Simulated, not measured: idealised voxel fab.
voxel local oxidation: a process module
The width of the displayed cross-section, cut, is 145 nm; its cells are square, with a size of 5 nm.
Format of a cross-section: grid, square cells. Given as bands. Order: top down. Band: one or more rows of cells. A band entry consists of two parts. The first gives the height of the band's top and the height of its bottom, in nm. The rest lists the band's materials from left to right, each with its width in nm. A single material labelled with the word "all across" fills the band from edge to edge, and the word "blank" marks empty space. Heights are reckoned from 0. Under this level, the received wafer is all of one material. The bottommost band is open-ended downward, for example "top 0, no bottom". Width: "30 to 40" (first number = top row, second number = bottom row, same change from row to row of cells). Take "remained unchanged" at face value: in the step it is given for, the cross-section changed in none of its cells. Closed void catalog: empty space of 8 cells or more with no open way to the top, each as width x height at its distance from the left edge, in nm. Anything after a step's settings on that line? It's the simulator's own note about the step. "overlay nm" denotes, for a step that has a mask, the displacement of the mask to the right of its planned place, with negative values corresponding to the left.
-- These are the steps we planned for the process
1) op RECEIVE | material Si
2) op CONFORMAL_DEP | material SiO2 | thk nm 5
3) op CONFORMAL_DEP | material SiN | thk nm 10
4) op PATTERN | tone cover | mask id ACTIVE | material resist | width nm 115 | thk nm 20 | overlay nm 0
5) op DIRECTIONAL_ETCH | etch materials SiN | depth nm 10
6) op STRIP | etch materials resist
7) op SELECTIVE_ETCH | etch materials SiO2 | depth nm 5
8) op OXIDIZE | depth nm 10
9) op STRIP | etch materials SiN
-- Wafer as received: cross-section following step 1
> top 0, no bottom  Si all across
> Closed void catalog: none
-- First wafer of two, sectioned at end of module; run went per plan
> top 5, bottom 0  20 of blank  105 of SiO2  20 of blank
> top 0, bottom -10  30 of SiO2  85 of Si  30 of SiO2
> top -10, no bottom  Si all across
> Closed void catalog: none
-- second wafer at the end: like start, like plan, one mistake
> top 10, bottom 0  SiO2 all across
> top 0, no bottom  Si all across
> Closed void catalog: none
Heads up, the wafer didn't run the way we planned it: step 3 off recipe, ran as op CONFORMAL_DEP | material SiO2 | thk nm 10
Final difference in cells, second wafer against first, listed per material as more or fewer: 24 more of Si, 13 more of SiO2
